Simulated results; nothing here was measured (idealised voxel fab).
The following is a process module called voxel wiring stack.
Cross-section cut: width 180 nm, square cells of 5 nm.
Cross-section layout: square cells on a grid; listed as bands, top to bottom; a band spans one or more cell rows. Top height, bottom height, nm. Materials left to right, width each, nm. Single material + "everywhere" = fills band edge to edge. "blank" = empty. Heights from 0 (as-received wafer is one material below). Bottom band endless downward, as "top 0, no bottom". Quick explanation for "30 to 40": the width changes in equal steps down the rows of cells, from the first number in the band's top row to the second number in its bottom row. You'll sometimes find "same as before" written for a step, and that's the way of saying that nowhere in the cross-section did a cell change during that step. "Catalogued sealed voids": empty spaces of 8 cells or more with no open way to the top, each given as width x height at distance, distance from the left edge, all in nm. Where a step's line continues beyond its settings, the continuation is a remark by the simulator itself on that step. The "overlay nm" setting may appear on a step's line; for a step that uses a mask, it gives how far to the right of its planned position the mask lay, and a negative value indicates the left.
Listed below are the process steps as planned
| 1 | RECEIVE [material Si] |
| 2 | CONFORMAL_DEP [material SiO2] [thk nm 10] |
| 3 | DIRECTIONAL_DEP [material TiN] [thk nm 5] |
| 4 | DIRECTIONAL_DEP [material W] [thk nm 25] |
| 5 | DIRECTIONAL_DEP [material aC] [thk nm 10] |
| 6 | PATTERN [tone cover] [mask id METAL_1] [material resist] [width nm 25] [pitch nm 45] [thk nm 30] [overlay nm 0] |
| 7 | DIRECTIONAL_ETCH [etch materials aC] [depth nm 10] |
| 8 | STRIP [etch materials resist] |
| 9 | DIRECTIONAL_ETCH [etch materials W] [depth nm 25] |
| 10 | DIRECTIONAL_ETCH [etch materials TiN] [depth nm 5] |
| 11 | STRIP [etch materials aC] |
| 12 | CONFORMAL_DEP [material SiN] [thk nm 5] |
| 13 | FILL_DEP [material lowk] [thk nm 10] |
| 14 | CMP [height nm 40] |
| 15 | CONFORMAL_DEP [material SiCN] [thk nm 5] |
| 16 | DIRECTIONAL_DEP [material lowk] [thk nm 30] |
| 17 | DIRECTIONAL_DEP [material aC] [thk nm 15] |
| 18 | PATTERN [tone open] [mask id METAL_2_HOLES] [material resist] [width nm 15] [pitch nm 45] [thk nm 35] [overlay nm 0] |
| 19 | DIRECTIONAL_ETCH [etch materials aC] [depth nm 15] |
| 20 | STRIP [etch materials resist] |
| 21 | DIRECTIONAL_ETCH [etch materials lowk] [depth nm 30] |
| 22 | STRIP [etch materials aC] |
| 23 | DIRECTIONAL_DEP [material aC] [thk nm 15] |
| 24 | PATTERN [tone open] [mask id METAL_2] [material resist] [width nm 25] [pitch nm 45] [thk nm 30] [overlay nm 0] |
| 25 | DIRECTIONAL_ETCH [etch materials aC] [depth nm 15] |
| 26 | STRIP [etch materials resist] |
| 27 | DIRECTIONAL_ETCH [etch materials lowk] [depth nm 20] |
| 28 | DIRECTIONAL_ETCH [etch materials SiCN] [depth nm 5] |
| 29 | STRIP [etch materials aC] |
| 30 | CONFORMAL_DEP [material TiN] [thk nm 5] |
| 31 | FILL_DEP [material Cu] [thk nm 5] |
| 32 | CMP [height nm 75] |
| 33 | CONFORMAL_DEP [material SiCN] [thk nm 5] |
| 34 | DIRECTIONAL_DEP [material lowk] [thk nm 25] |
| 35 | DIRECTIONAL_DEP [material aC] [thk nm 10] |
| 36 | PATTERN [tone open] [mask id METAL_3_HOLES] [material resist] [width nm 15] [thk nm 25] [overlay nm 0] |
| 37 | DIRECTIONAL_ETCH [etch materials aC] [depth nm 10] |
| 38 | STRIP [etch materials resist] |
| 39 | DIRECTIONAL_ETCH [etch materials lowk] [depth nm 25] |
| 40 | STRIP [etch materials aC] |
| 41 | PATTERN [tone open] [mask id METAL_3] [material resist] [width nm 25] [pitch nm 45] [thk nm 20] [overlay nm 0] |
| 42 | DIRECTIONAL_ETCH [etch materials lowk] [depth nm 15] |
| 43 | DIRECTIONAL_ETCH [etch materials SiCN] [depth nm 5] |
| 44 | STRIP [etch materials resist] |
| 45 | CONFORMAL_DEP [material TiN] [thk nm 5] |
| 46 | FILL_DEP [material Cu] [thk nm 10] |
| 47 | CMP [height nm 105] |
| 48 | CONFORMAL_DEP [material SiCN] [thk nm 5] |
| 49 | DIRECTIONAL_DEP [material SiO2] [thk nm 25] |
| 50 | MASKED_ETCH [tone open] [mask id METAL_4_HOLES] [width nm 15] [etch materials SiO2] [depth nm 25] [overlay nm 0] |
| 51 | DIRECTIONAL_DEP [material aC] [thk nm 15] |
| 52 | PATTERN [tone open] [mask id METAL_4] [material resist] [width nm 25] [pitch nm 45] [thk nm 35] [overlay nm 0] |
| 53 | DIRECTIONAL_ETCH [etch materials aC] [depth nm 15] |
| 54 | STRIP [etch materials resist] |
| 55 | DIRECTIONAL_ETCH [etch materials SiO2] [depth nm 15] |
| 56 | DIRECTIONAL_ETCH [etch materials SiCN] [depth nm 5] |
| 57 | STRIP [etch materials aC] |
| 58 | CONFORMAL_DEP [material TiN] [thk nm 5] |
| 59 | FILL_DEP [material Cu] [thk nm 5] |
| 60 | CMP [height nm 135] |
| 61 | CONFORMAL_DEP [material SiCN] [thk nm 5] |
Step 1 complete: cross-section of the wafer as received
    top 0, no bottom = Si everywhere
    Catalogued sealed voids: none
Look at the cross-section after the module: the wafer started out the way shown above and the plan was the one shown above, yet one mistake was made along the way
    top 140, bottom 135 = SiCN everywhere
    top 135, bottom 125 = SiO2=55; TiN=5; Cu=15; TiN=5; SiO2=20; TiN=5; Cu=15; TiN=5; SiO2=55
    top 125, bottom 120 = SiO2=55; TiN=5; Cu=5; TiN=15; SiO2=20; TiN=25; SiO2=55
    top 120, bottom 110 = SiO2=55; TiN=5; Cu=5; TiN=5; SiO2=110
    top 110, bottom 105 = SiCN=55; TiN=15; SiCN=110
    top 105, bottom 95 = lowk=55; TiN=5; Cu=15; TiN=5; lowk=25; TiN=5; Cu=10; TiN=5; lowk=55
    top 95, bottom 90 = lowk=55; TiN=5; Cu=5; TiN=15; lowk=25; TiN=20; lowk=55
    top 90, bottom 85 = lowk=55; TiN=5; Cu=5; TiN=5; lowk=110
    top 85, bottom 80 = lowk=55; TiN=15; lowk=110
    top 80, bottom 75 = SiCN=60; TiN=10; SiCN=110
    top 75, bottom 60 = lowk=55; TiN=5; Cu=15; TiN=5; lowk=20; TiN=5; Cu=15; TiN=5; lowk=55
    top 60, bottom 55 = lowk=55; TiN=5; Cu=5; TiN=15; lowk=20; TiN=5; Cu=5; TiN=15; lowk=55
    top 55, bottom 45 = lowk=55; TiN=5; Cu=5; TiN=5; lowk=30; TiN=5; Cu=5; TiN=5; lowk=65
    top 45, bottom 40 = SiCN=55; TiN=15; SiCN=30; TiN=15; SiCN=65
    top 40, bottom 15 = lowk=50; SiN=5; W=25; SiN=5; lowk=10; SiN=5; W=25; SiN=5; lowk=50
    top 15, bottom 10 = SiN=55; TiN=25; SiN=20; TiN=25; SiN=55
    top 10, bottom 0 = SiO2 everywhere
    top 0, no bottom = Si everywhere
    Catalogued sealed voids: none
Error vs. plan: step 41 ran differently from the plan; actual operation with settings: PATTERN [tone open] [mask id METAL_3] [material resist] [width nm 20] [pitch nm 45] [thk nm 20] [overlay nm 0]
